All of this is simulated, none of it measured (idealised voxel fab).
Title: Process Module voxel lift off
The figure presents cross-section cut, which has a width of 300 nm and is divided into square cells with an edge length of 5 nm.
Format of a cross-section: grid, square cells. Given as bands. Order: top down. Band: one or more rows of cells. A band entry consists of two parts. The first gives the height of the band's top and the height of its bottom, in nm. The rest lists the band's materials from left to right, each with its width in nm. A single material labelled with the word "edge to edge" fills the band from edge to edge, and the word "air" marks empty space. Basically, 0 is our baseline, since under it the wafer straight out of the box is all one material. The bottom band has no lower end and keeps on going down, so it looks like "0 nm and below". The two numbers in a width such as "30->40" mark its ends across the band: the first belongs to the top row of cells, the second to the bottom row, and from each row to the next the width moves by the same amount. Where the words "no change" appear for a step, the cross-section shows no cell changed by that step; every cell remained as before. Voids not open to the top, 8 cells minimum: see "Voids, enclosed". Written width x height at distance; distance is from the left edge; nm. That trailing text on a step's line, after the settings, is the simulator's own remark on the step. overlay nm: for a step with a mask, the amount by which the mask lay right of where it was planned; a negative amount means left of it.

## Process steps foreseen in the plan
- 1: op RECEIVE | material Si
- 2: op CONFORMAL_DEP | material SiN | thk nm 15
- 3: op PATTERN | tone open | mask id LINES | material resist | width nm 15 | pitch nm 30 | thk nm 30 | overlay nm 0
- 4: op DIRECTIONAL_DEP | material Ru | thk nm 15
- 5: op STRIP | etch materials resist
- 6: op CONFORMAL_DEP | material SiCN | thk nm 5

## Cross-section of the wafer upon arrival, representing the state reached after step 1
> 0 nm and below | Si edge to edge
> Voids, enclosed: none

## First wafer of two, sectioned at end of module; run went per plan
> 35 nm to 30 nm | 120 air, then 25 SiCN, then 5 air, then 25 SiCN, then 125 air
> 30 nm to 20 nm | 120 air, then 5 SiCN, then 15 Ru, then 5 SiCN, then 5 air, then 5 SiCN, then 15 Ru, then 5 SiCN, then 125 air
> 20 nm to 15 nm | 125 SiCN, then 15 Ru, then 15 SiCN, then 15 Ru, then 130 SiCN
> 15 nm to 0 nm | SiN edge to edge
> 0 nm and below | Si edge to edge
> Voids, enclosed: none

## Now the second wafer, cross-sectioned at the end of the module. Nothing different at the start, nothing different in the plan compared with the first, just one mistake when it was actually run
> 40 nm to 35 nm | 120 air, then 25 SiCN, then 5 air, then 25 SiCN, then 125 air
> 35 nm to 20 nm | 120 air, then 5 SiCN, then 15 Ru, then 5 SiCN, then 5 air, then 5 SiCN, then 15 Ru, then 5 SiCN, then 125 air
> 20 nm to 15 nm | 125 SiCN, then 15 Ru, then 15 SiCN, then 15 Ru, then 130 SiCN
> 15 nm to 0 nm | SiN edge to edge
> 0 nm and below | Si edge to edge
> Voids, enclosed: none
Plan not followed: it should be noted that step 4 was executed with settings other than those planned, the operation and settings actually applied being op DIRECTIONAL_DEP | material Ru | thk nm 20
End of process, cell counts, second wafer against first, materials with more or fewer: Ru: 6 more, SiCN: 4 more
